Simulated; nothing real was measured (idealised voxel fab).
process module | voxel self aligned contacts
cross-section cut | 180 nm wide | cells 5 nm
A cross-section is a grid of square cells, given in bands from the top down. A band is one or more rows of cells.
Each band's line starts with the height of the band's top and of its bottom, in nm. Then come its materials from left to right, each with its width in nm. One material with "throughout" fills the band from edge to edge. "air" is empty space.
Height 0 is the level under which the wafer as received is all one material. The lowest band goes on downwards, as in "0 down".
A width such as "30 to 40" changes by the same amount from each row of cells to the next, from the band's top row to its bottom row.
"no change" after a step means that no cell of the cross-section changed.
closed voids: empty space of 8 cells or more with no open way to the top, each as width x height at its distance from the left edge, in nm
after a step's settings: what the simulator itself notes on the step
overlay nm, on a step with a mask: how far to the right of its planned place the mask lay; to the left if negative
plan
1 op RECEIVE | material Si
2 op OXIDIZE | depth nm 5
3 op DIRECTIONAL_DEP | material polySi | thk nm 20
4 op DIRECTIONAL_DEP | material SiN | thk nm 15
5 op DIRECTIONAL_DEP | material aC | thk nm 10
6 op PATTERN | tone cover | mask id GATE | material resist | width nm 25 | pitch nm 50 | thk nm 25 | overlay nm 0
7 op DIRECTIONAL_ETCH | etch materials aC | depth nm 10
8 op STRIP | etch materials resist
9 op DIRECTIONAL_ETCH | etch materials SiN | depth nm 15
10 op DIRECTIONAL_ETCH | etch materials polySi | depth nm 20
11 op STRIP | etch materials aC
12 op CONFORMAL_DEP | material SiN | thk nm 5
13 op DIRECTIONAL_ETCH | etch materials SiN | depth nm 5
14 op FILL_DEP | material SiO2 | thk nm 10
15 op CMP | height nm 40
16 op PATTERN | tone open | mask id CONTACT | material resist | width nm 35 | thk nm 15 | overlay nm 0
17 op DIRECTIONAL_ETCH | etch materials SiO2 | depth nm 45
18 op STRIP | etch materials resist
19 op CONFORMAL_DEP | material TiN | thk nm 5
20 op FILL_DEP | material Ru | thk nm 10
21 op CMP | height nm 40
22 op CONFORMAL_DEP | material SiN | thk nm 5
as received, after step 1
  0 down: Si throughout
  closed voids: none
a wafer at the end: this start, this plan, one mistake
  45 to 40: SiN throughout
  40 to 35: SiO2 60 | TiN 25 | Ru 5 | TiN 5 | SiO2 85
  35 to 20: SiO2 45 | SiN 35 | TiN 5 | Ru 5 | TiN 5 | SiN 35 | SiO2 50
  20 to 0: SiO2 45 | SiN 5 | polySi 25 | SiN 5 | TiN 5 | Ru 5 | TiN 5 | SiN 5 | polySi 25 | SiN 5 | SiO2 50
  0 to -5: SiO2 80 | TiN 15 | SiO2 85
  -5 down: Si throughout
  closed voids: none
what went wrong: step 16 ran as: op PATTERN | tone open | mask id CONTACT | material resist | width nm 35 | thk nm 15 | overlay nm -10
